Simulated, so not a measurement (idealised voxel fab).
Module name: voxel local oxidation (process module)
Xsec cut, 210 nm wide, square cell size 5 nm.
Cross-section layout: square cells on a grid; listed as bands, top to bottom; a band spans one or more cell rows.
Look at the band entry: it leads with the top's height and the bottom's height in nm. Then it lists the materials left to right, with a width in nm for each. The word "edge to edge" on a single material says that material fills the band edge to edge. The word "empty" is empty space.
Heights from 0 (as-received wafer is one material below). Bottom band endless downward, as "0 and below".
Top row gets the first number, bottom row gets the second, and each row in between changes by the same step: that is how a band width like "30..40" works.
"no modifications" means the step left every cell of the cross-section as it was.
The entry titled "Enclosed void entries" provides the empty spaces that have no open way to the top, restricted to those of 8 cells or more. Each is presented as width x height at distance, the distance being measured from the left edge, with all three in nm.
Heads up: the bit after the settings on a step's line is the simulator's remark on that step.
The "overlay nm" setting may appear on a step's line; for a step that uses a mask, it gives how far to the right of its planned position the mask lay, and a negative value indicates the left.

[Below is the list of planned process steps]
step 1: RECEIVE: material Si
step 2: OXIDIZE: depth nm 5
step 3: CONFORMAL_DEP: material SiN, thk nm 15
step 4: MASKED_ETCH: tone cover, mask id ACTIVE, width nm 110, etch materials SiN, depth nm 15, overlay nm 0
step 5: SELECTIVE_ETCH: etch materials SiO2, depth nm 5
step 6: OXIDIZE: depth nm 15
step 7: STRIP: etch materials SiN

[The first of the two wafers, which ran as planned]

[Cross-section: wafer on arrival = after step 1]
0 and below = Si edge to edge
Enclosed void entries: none

[Presented here is a cross-section of the wafer after step 2 has been performed]
0 down to -5 = SiO2 edge to edge
Everything below -5 is unchanged.

[Presented here is a cross-section of the wafer after step 3 has been performed]
15 down to 0 = SiN edge to edge
Everything below 0 is unchanged.

[Presented here is a cross-section of the wafer after step 4 has been performed]
15 down to 0 = empty: 50; SiN: 110; empty: 50
Everything below 0 is unchanged.

[Presented here is a cross-section of the wafer after step 5 has been performed]
15 down to 0 = empty: 50; SiN: 110; empty: 50
0 down to -5 = empty: 55; SiO2: 100; empty: 55
Everything below -5 is unchanged.

[Presented here is a cross-section of the wafer after step 6 has been performed]
15 down to 0 = empty: 50; SiN: 110; empty: 50
0 down to -5 = empty: 55; SiO2: 100; empty: 55
-5 down to -20 = SiO2: 70; Si: 70; SiO2: 70
Everything below -20 is unchanged.

[Presented here is a cross-section of the wafer after step 7 has been performed]
0 down to -5 = empty: 55; SiO2: 100; empty: 55
Everything below -5 is unchanged.

[second wafer: like start, like plan, one mistake. Through step 5 it matches the first wafer]

[Cross-section of the second wafer corresponding to the planned conclusion of step 6]
0 down to -5 = empty: 55; SiO2: 100; empty: 55
Everything below -5 is unchanged.

[Cross-section of the second wafer corresponding to the planned conclusion of step 7]
0 down to -5 = empty: 55; SiO2: 100; empty: 55
-5 down to -20 = SiO2: 70; Si: 70; SiO2: 70
Everything below -20 is unchanged.
So what did we get wrong on this run? steps 6 and 7 were swapped
Given identical final cross-sections on the two wafers, the mistake has no effect on any quantity computed by this model.
